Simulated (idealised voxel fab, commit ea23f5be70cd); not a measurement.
process module | voxel trench capacitor
cross-section cut | 245 nm wide | cells 5 nm
A cross-section is a grid of square cells, given in bands from the top down. A band is one or more rows of cells.
Each band's line starts with the height of the band's top and of its bottom, in nm. Then come its materials from left to right, each with its width in nm. One material with "throughout" fills the band from edge to edge. "air" is empty space.
Height 0 is the level under which the wafer as received is all one material. The lowest band goes on downwards, as in "0 down".
A width such as "30 to 40" changes by the same amount from each row of cells to the next, from the band's top row to its bottom row.
"no change" after a step means that no cell of the cross-section changed.
closed voids: empty space of 8 cells or more with no open way to the top, each as width x height at its distance from the left edge, in nm
after a step's settings: what the simulator itself notes on the step
overlay nm, on a step with a mask: how far to the right of its planned place the mask lay; to the left if negative
plan
1 op RECEIVE | material Si
2 op CONFORMAL_DEP | material SiN | thk nm 5
3 op DIRECTIONAL_DEP | material aC | thk nm 10
4 op PATTERN | tone open | mask id TRENCH | material resist | width nm 25 | pitch nm 40 | thk nm 25 | overlay nm 0
5 op DIRECTIONAL_ETCH | etch materials aC | depth nm 10
6 op STRIP | etch materials resist
7 op DIRECTIONAL_ETCH | etch materials SiN | depth nm 5
8 op DIRECTIONAL_ETCH | etch materials Si | depth nm 30
9 op STRIP | etch materials aC
10 op CONFORMAL_DEP | material HfO2 | thk nm 5
11 op CONFORMAL_DEP | material TiN | thk nm 5
12 op FILL_DEP | material W | thk nm 5
13 op CMP | height nm -5
varied across the wafers: height nm of step 13. The plan shows the first wafer's value. All wafers start alike
first wafer as received, after step 1
  0 down: Si throughout
  closed voids: none
each wafer at the end: cells of each material gained (+) or lost (-) since it was received, then its closed voids
height nm -5 | +39 HfO2 | -124 Si | +27 TiN | +9 W | closed voids: none
height nm 0 | +45 HfO2 | -90 Si | +33 TiN | +12 W | closed voids: none
height nm 5 | +51 HfO2 | -90 Si | +34 SiN | +39 TiN | +15 W | closed voids: none
height nm 10 | +91 HfO2 | -90 Si | +34 SiN | +45 TiN | +18 W | closed voids: none
height nm 15 | +91 HfO2 | -90 Si | +34 SiN | +91 TiN | +21 W | closed voids: none
height nm 20 | +91 HfO2 | -90 Si | +34 SiN | +91 TiN | +70 W | closed voids: none
